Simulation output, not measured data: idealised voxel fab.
Process module in this document: voxel transistor to metal
150 nm wide, 5 nm square cells: that's cross-section cut.
Think of the cross-section as a grid of square cells. We describe it in bands, top to bottom, and each band covers one or more rows of those cells. Basically the band line says how high the top is and how high the bottom is, in nm, and then what's in it from left to right, every material with its width in nm. Empty space shows up as "blank", and if a single material carries "full width" it runs the full band edge to edge. The reference from which all heights are counted is 0, the level beneath which the as-received wafer is entirely one material; the lowest band, having no lower bound, proceeds downward and is written after the example "top 0, no bottom". The notation "30->40" denotes a width that varies across the rows of cells in the band, beginning at the first number in the top row, finishing at the second number in the bottom row, and changing by an identical amount from each row to the next. You'll sometimes find "no change occurred" written for a step, and that's the way of saying that nowhere in the cross-section did a cell change during that step. What "Internal closed voids" gives you is every empty space of 8 cells or more that is cut off from the top. Each appears as width x height at distance, with the distance taken from the left edge and width, height and distance all in nm. Text after the settings on a step's line: the simulator's own remark on that step. A step's line can hold "overlay nm"; with a mask on that step, the setting says how far right of the planned place the mask lay, while a negative setting says it lay to the left.

## Planned step list for the process
1 RECEIVE: material Si
2 OXIDIZE: depth nm 5
3 CONFORMAL_DEP: material SiN, thk nm 15
4 PATTERN: tone cover, mask id ACTIVE, material resist, width nm 90, thk nm 20, overlay nm 0
5 DIRECTIONAL_ETCH: etch materials SiN, depth nm 15
6 DIRECTIONAL_ETCH: etch materials SiO2, depth nm 5
7 DIRECTIONAL_ETCH: etch materials Si, depth nm 25
8 STRIP: etch materials resist
9 FILL_DEP: material SiO2, thk nm 5
10 CMP: height nm 15
11 SELECTIVE_ETCH: etch materials SiO2, depth nm 15
12 STRIP: etch materials SiN
13 SELECTIVE_ETCH: etch materials SiO2, depth nm 5
14 OXIDIZE: depth nm 5
15 DIRECTIONAL_DEP: material polySi, thk nm 25
16 DIRECTIONAL_DEP: material SiCN, thk nm 15
17 MASKED_ETCH: tone cover, mask id GATE, width nm 20, etch materials SiCN, depth nm 25, overlay nm 0
18 MASKED_ETCH: tone cover, mask id GATE, width nm 20, etch materials polySi, depth nm 35, overlay nm 0
19 CONFORMAL_DEP: material SiN, thk nm 10
20 DIRECTIONAL_ETCH: etch materials SiN, depth nm 10
21 DIRECTIONAL_ETCH: etch materials SiO2, depth nm 5
22 DIRECTIONAL_ETCH: etch materials Si, depth nm 5
23 EPI: material SiGe, thk nm 10
24 FILL_DEP: material SiO2, thk nm 5
25 CMP: height nm 35
26 DIRECTIONAL_DEP: material SiO2, thk nm 15
27 PATTERN: tone open, mask id CONTACT, material resist, width nm 15, pitch nm 65, thk nm 20, overlay nm 0
28 DIRECTIONAL_ETCH: etch materials SiO2, depth nm 55
29 STRIP: etch materials resist
30 CONFORMAL_DEP: material TiN, thk nm 5
31 FILL_DEP: material W, thk nm 10
32 CMP: height nm 50
33 DIRECTIONAL_DEP: material TiN, thk nm 5
34 DIRECTIONAL_DEP: material Ru, thk nm 25
35 DIRECTIONAL_DEP: material aC, thk nm 10
36 PATTERN: tone cover, mask id METAL_1, material resist, width nm 15, pitch nm 65, thk nm 25, overlay nm 0
37 DIRECTIONAL_ETCH: etch materials aC, depth nm 10
38 STRIP: etch materials resist
39 DIRECTIONAL_ETCH: etch materials Ru, depth nm 25
40 DIRECTIONAL_ETCH: etch materials TiN, depth nm 5
41 STRIP: etch materials aC
42 CONFORMAL_DEP: material SiN, thk nm 5
43 FILL_DEP: material SiO2, thk nm 5
44 CMP: height nm 80
45 CONFORMAL_DEP: material SiCN, thk nm 5
46 DIRECTIONAL_DEP: material SiO2, thk nm 35
47 PATTERN: tone open, mask id METAL_2, material resist, width nm 15, pitch nm 65, thk nm 20, overlay nm 0
48 DIRECTIONAL_ETCH: etch materials SiO2, depth nm 20
49 STRIP: etch materials resist
50 PATTERN: tone open, mask id METAL_2_HOLES, material resist, width nm 15, pitch nm 65, thk nm 20, overlay nm 0
51 DIRECTIONAL_ETCH: etch materials SiO2, depth nm 15
52 DIRECTIONAL_ETCH: etch materials SiCN, depth nm 5
53 STRIP: etch materials resist
54 CONFORMAL_DEP: material TiN, thk nm 5
55 FILL_DEP: material Ru, thk nm 10
56 CMP: height nm 110
57 CONFORMAL_DEP: material SiN, thk nm 5
The plan's step 56 height nm is the first wafer's value; the wafers differ in this setting and start identical.

## The first of several wafers in cross-section, exactly as it reached us after step 1
* top 0, no bottom | Si full width
* Internal closed voids: none

## Take a look at the first of several wafers in cross-section: the module is done, and step 57 was its last step
* top 115, bottom 110 | SiN full width
* top 110, bottom 85 | SiO2: 35  TiN: 5  Ru: 5  TiN: 5  SiO2: 50  TiN: 5  Ru: 5  TiN: 5  SiO2: 35
* top 85, bottom 80 | SiCN: 35  TiN: 15  SiCN: 50  TiN: 15  SiCN: 35
* top 80, bottom 55 | SiO2: 30  SiN: 5  Ru: 15  SiN: 5  SiO2: 40  SiN: 5  Ru: 15  SiN: 5  SiO2: 30
* top 55, bottom 50 | SiN: 35  TiN: 15  SiN: 50  TiN: 15  SiN: 35
* top 50, bottom 35 | SiO2: 35  TiN: 5  W: 5  TiN: 5  SiO2: 50  TiN: 5  W: 5  TiN: 5  SiO2: 35
* top 35, bottom 20 | SiO2: 35  TiN: 5  W: 5  TiN: 5  SiO2: 5  SiN: 10  SiCN: 20  SiN: 10  SiO2: 5  TiN: 5  W: 5  TiN: 5  SiO2: 35
* top 20, bottom 5 | SiO2: 35  TiN: 5  W: 5  TiN: 5  SiO2: 5  SiN: 10  polySi: 20  SiN: 10  SiO2: 5  TiN: 5  W: 5  TiN: 5  SiO2: 35
* top 5, bottom 0 | SiO2: 35  TiN: 15  SiO2: 5  SiN: 10  polySi: 20  SiN: 10  SiO2: 5  TiN: 15  SiO2: 35
* top 0, bottom -5 | SiO2: 35  TiN: 10  SiGe: 10  SiN: 10  polySi: 20  SiN: 10  SiGe: 10  TiN: 10  SiO2: 35
* top -5, bottom -10 | SiO2: 25  SiGe: 30  SiO2: 40  SiGe: 30  SiO2: 25
* top -10, bottom -15 | SiO2: 30  SiGe: 25  Si: 40  SiGe: 25  SiO2: 30
* top -15, bottom -30 | SiO2: 30  Si: 90  SiO2: 30
* top -30, no bottom | Si full width
* Internal closed voids: none

## The last wafer as seen in cross-section at the end of the module
* top 140, bottom 135 | SiN full width
* top 135, bottom 125 | Ru full width
* top 125, bottom 120 | TiN: 40  Ru: 5  TiN: 60  Ru: 5  TiN: 40
* top 120, bottom 85 | SiO2: 35  TiN: 5  Ru: 5  TiN: 5  SiO2: 50  TiN: 5  Ru: 5  TiN: 5  SiO2: 35
* top 85, bottom 80 | SiCN: 35  TiN: 15  SiCN: 50  TiN: 15  SiCN: 35
* top 80, bottom 55 | SiO2: 30  SiN: 5  Ru: 15  SiN: 5  SiO2: 40  SiN: 5  Ru: 15  SiN: 5  SiO2: 30
* top 55, bottom 50 | SiN: 35  TiN: 15  SiN: 50  TiN: 15  SiN: 35
* top 50, bottom 35 | SiO2: 35  TiN: 5  W: 5  TiN: 5  SiO2: 50  TiN: 5  W: 5  TiN: 5  SiO2: 35
* top 35, bottom 20 | SiO2: 35  TiN: 5  W: 5  TiN: 5  SiO2: 5  SiN: 10  SiCN: 20  SiN: 10  SiO2: 5  TiN: 5  W: 5  TiN: 5  SiO2: 35
* top 20, bottom 5 | SiO2: 35  TiN: 5  W: 5  TiN: 5  SiO2: 5  SiN: 10  polySi: 20  SiN: 10  SiO2: 5  TiN: 5  W: 5  TiN: 5  SiO2: 35
* top 5, bottom 0 | SiO2: 35  TiN: 15  SiO2: 5  SiN: 10  polySi: 20  SiN: 10  SiO2: 5  TiN: 15  SiO2: 35
* top 0, bottom -5 | SiO2: 35  TiN: 10  SiGe: 10  SiN: 10  polySi: 20  SiN: 10  SiGe: 10  TiN: 10  SiO2: 35
* top -5, bottom -10 | SiO2: 25  SiGe: 30  SiO2: 40  SiGe: 30  SiO2: 25
* top -10, bottom -15 | SiO2: 30  SiGe: 25  Si: 40  SiGe: 25  SiO2: 30
* top -15, bottom -30 | SiO2: 30  Si: 90  SiO2: 30
* top -30, no bottom | Si full width
* Internal closed voids: none

## For your reference, the table is organized with a row per wafer; each row reflects the wafer at the end of the module, indicating for each material the cells gained (+) or lost (-) since receipt, and thereafter its closed voids
height nm 110 | +40 Ru | -118 Si | +36 SiCN | +26 SiGe | +106 SiN | +484 SiO2 | +78 TiN | +18 W | +20 polySi | Internal closed voids: none
height nm 115 | +42 Ru | -118 Si | +36 SiCN | +26 SiGe | +106 SiN | +508 SiO2 | +82 TiN | +18 W | +20 polySi | Internal closed voids: none
height nm 120 | +44 Ru | -118 Si | +36 SiCN | +26 SiGe | +106 SiN | +532 SiO2 | +86 TiN | +18 W | +20 polySi | Internal closed voids: none
height nm 125 | +46 Ru | -118 Si | +36 SiCN | +26 SiGe | +106 SiN | +532 SiO2 | +114 TiN | +18 W | +20 polySi | Internal closed voids: none
height nm 130 | +76 Ru | -118 Si | +36 SiCN | +26 SiGe | +106 SiN | +532 SiO2 | +114 TiN | +18 W | +20 polySi | Internal closed voids: none
height nm 135 | +106 Ru | -118 Si | +36 SiCN | +26 SiGe | +106 SiN | +532 SiO2 | +114 TiN | +18 W | +20 polySi | Internal closed voids: none
